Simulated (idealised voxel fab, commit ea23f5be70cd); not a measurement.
The following process module bears the name voxel double patterning.
Cross-sectional view cut (width: 165 nm; square cell size: 5 nm).
Cross-section spec: square-cell grid; bands listed top down; each band is one or more rows.
Read a band's entry like this: the first values are the height of its top and the height of its bottom in nm, and what follows is the sequence of materials from left to right, each with its width in nm. Note that "empty" is empty space, and that a single material marked "edge to edge" reaches across the band from edge to edge.
The level at which height equals 0 is the one under which the wafer, as it arrives, is entirely one material. No lower edge exists for the bottom band, which continues downward and is notated as in "z 0 and below".
So if you see something like "30->40" for the width, read it as the top row of the band sitting at the first number and the bottom row at the second, with every row in between moving by the same amount as the last.
No cell of the cross-section changed in a step that is given as "no change occurred".
In "Closed void inventory" the enclosed voids are listed, meaning empty spaces of 8 cells or larger without any opening to the top. The form is width x height at distance, distance from the left edge, units nm.
after a step's settings: what the simulator itself notes on the step
For masked steps, "overlay nm" on the step line gives how far right of plan the mask actually lay; a minus sign means it lay to the left.
## Set out below are the planned steps of the process
| 1 | RECEIVE, material Si |
| 2 | CONFORMAL_DEP, material SiO2, thk nm 10 |
| 3 | DIRECTIONAL_DEP, material TiN, thk nm 20 |
| 4 | DIRECTIONAL_DEP, material SiCN, thk nm 5 |
| 5 | DIRECTIONAL_DEP, material aC, thk nm 15 |
| 6 | PATTERN, tone open, mask id FIRST, material resist, width nm 15, pitch nm 50, thk nm 35, overlay nm 0 |
| 7 | DIRECTIONAL_ETCH, etch materials aC, depth nm 15 |
| 8 | STRIP, etch materials resist |
| 9 | DIRECTIONAL_ETCH, etch materials SiCN, depth nm 5 |
| 10 | STRIP, etch materials aC |
| 11 | PATTERN, tone open, mask id SECOND, material resist, width nm 15, pitch nm 50, thk nm 20, overlay nm 0 |
| 12 | DIRECTIONAL_ETCH, etch materials SiCN, depth nm 5 |
| 13 | STRIP, etch materials resist |
| 14 | DIRECTIONAL_ETCH, etch materials TiN, depth nm 20 |
| 15 | STRIP, etch materials SiCN |
## Cross-section: wafer on arrival = after step 1
z 0 and below | Si edge to edge
Closed void inventory: none
## Below is the wafer in cross-section after the module was completed. It began from the starting point shown above and followed the plan shown above, except that one mistake was made while running it
z 30 to 10 | 25 TiN  20 empty  5 TiN  15 empty  10 TiN  20 empty  5 TiN  15 empty  10 TiN  20 empty  20 TiN
z 10 to 0 | SiO2 edge to edge
z 0 and below | Si edge to edge
Closed void inventory: none
Deviation noted in wafer processing: the process deviated at step 6: the operation and settings actually run there were PATTERN, tone open, mask id FIRST, material resist, width nm 20, pitch nm 50, thk nm 35, overlay nm 0
